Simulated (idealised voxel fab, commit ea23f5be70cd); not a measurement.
process module | voxel air gaps
Square cells of 5 nm make up the cross-section cut, whose width is 220 nm.
Heads up, the way a cross-section reads in here is a grid of square cells, handed over as bands from the top down, with every band being one or more rows of cells. For a band, the entry starts with two heights in nm, that of the top and then that of the bottom, and carries on with the band's materials in order from left to right, each alongside its width in nm; the word "throughout" beside a single material means it fills the band edge to edge, and "blank" means empty space. Below 0: as-received wafer, all one material; heights counted from there. Lowest band: no bottom, goes on down, written "0 down". The width entry "30->40" should be interpreted row by row: the top row of cells in the band takes the first number, the bottom row takes the second number, and the change between adjacent rows is uniform throughout. Take "nothing different" at face value: in the step it is given for, the cross-section changed in none of its cells. Closed-off voids of 8+ cells (no open route to the top) go in "Sealed void inventory", written width x height at distance from the left edge, in nm. Read whatever lies past the settings on a step's line as the simulator's own remark about the step. "overlay nm" answers the question of how far to the right of plan the mask lay on a step that has a mask, and when it is negative the answer is to the left.

**The planned process steps are enumerated hereunder**
step 1: RECEIVE: material Si
step 2: CONFORMAL_DEP: material SiO2, thk nm 15
step 3: CONFORMAL_DEP: material SiN, thk nm 5
step 4: DIRECTIONAL_DEP: material SiO2, thk nm 35
step 5: DIRECTIONAL_DEP: material aC, thk nm 15
step 6: PATTERN: tone open, mask id LINES, material resist, width nm 20, pitch nm 50, thk nm 30, overlay nm 0
step 7: DIRECTIONAL_ETCH: etch materials aC, depth nm 15
step 8: STRIP: etch materials resist
step 9: DIRECTIONAL_ETCH: etch materials SiO2, depth nm 35
step 10: STRIP: etch materials aC
step 11: CONFORMAL_DEP: material TiN, thk nm 5
step 12: FILL_DEP: material W, thk nm 10
step 13: CMP: height nm 55
step 14: EPI: material Ru, thk nm 10
step 15: SELECTIVE_ETCH: etch materials SiO2, depth nm 45
step 16: CONFORMAL_DEP: material SiCN, thk nm 5

**This is the cross-section of the wafer as we received it, i.e. after step 1**
- 0 down = Si throughout
- Sealed void inventory: none

**Cross-section taken at module completion on the first of two wafers; processed per the plan**
- 70 to 65 = 10 nm blank, 200 nm SiCN, 10 nm blank
- 65 to 55 = 10 nm blank, 5 nm SiCN, 40 nm Ru, 10 nm SiCN, 40 nm Ru, 10 nm SiCN, 40 nm Ru, 10 nm SiCN, 40 nm Ru, 5 nm SiCN, 10 nm blank
- 55 to 50 = 10 nm blank, 15 nm SiCN, 5 nm TiN, 10 nm W, 5 nm TiN, 30 nm SiCN, 5 nm TiN, 10 nm W, 5 nm TiN, 30 nm SiCN, 5 nm TiN, 10 nm W, 5 nm TiN, 30 nm SiCN, 5 nm TiN, 10 nm W, 5 nm TiN, 15 nm SiCN, 10 nm blank
- 50 to 25 = 20 nm blank, 5 nm SiCN, 5 nm TiN, 10 nm W, 5 nm TiN, 5 nm SiCN, 20 nm blank, 5 nm SiCN, 5 nm TiN, 10 nm W, 5 nm TiN, 5 nm SiCN, 20 nm blank, 5 nm SiCN, 5 nm TiN, 10 nm W, 5 nm TiN, 5 nm SiCN, 20 nm blank, 5 nm SiCN, 5 nm TiN, 10 nm W, 5 nm TiN, 5 nm SiCN, 20 nm blank
- 25 to 20 = 25 nm SiCN, 20 nm TiN, 30 nm SiCN, 20 nm TiN, 30 nm SiCN, 20 nm TiN, 30 nm SiCN, 20 nm TiN, 25 nm SiCN
- 20 to 15 = SiN throughout
- 15 to 0 = SiO2 throughout
- 0 down = Si throughout
- Sealed void inventory: 20 x 25 at 50; 20 x 25 at 100; 20 x 25 at 150

**Here is the second of the two wafers cut open at the end of the module - same start, same plan as the first one, but we made one mistake running it**
- 80 to 75 = SiCN throughout
- 75 to 55 = 5 nm SiCN, 210 nm Ru, 5 nm SiCN
- 55 to 50 = 25 nm SiCN, 5 nm TiN, 10 nm W, 5 nm TiN, 30 nm SiO2, 5 nm TiN, 10 nm W, 5 nm TiN, 30 nm SiO2, 5 nm TiN, 10 nm W, 5 nm TiN, 30 nm SiO2, 5 nm TiN, 10 nm W, 5 nm TiN, 25 nm SiCN
- 50 to 25 = 20 nm blank, 5 nm SiCN, 5 nm TiN, 10 nm W, 5 nm TiN, 30 nm SiO2, 5 nm TiN, 10 nm W, 5 nm TiN, 30 nm SiO2, 5 nm TiN, 10 nm W, 5 nm TiN, 30 nm SiO2, 5 nm TiN, 10 nm W, 5 nm TiN, 5 nm SiCN, 20 nm blank
- 25 to 20 = 25 nm SiCN, 20 nm TiN, 30 nm SiO2, 20 nm TiN, 30 nm SiO2, 20 nm TiN, 30 nm SiO2, 20 nm TiN, 25 nm SiCN
- 20 to 15 = SiN throughout
- 15 to 0 = SiO2 throughout
- 0 down = Si throughout
- Sealed void inventory: 20 x 25 at 0; 20 x 25 at 200
Short version of what went wrong: step 14 of the plan was carried out twice
Final difference in cells, second wafer against first, listed per material as more or fewer: 104 more of Ru | 66 fewer of SiCN | 126 more of SiO2
At the end, the first wafer has 3 closed voids and the second wafer has 2.
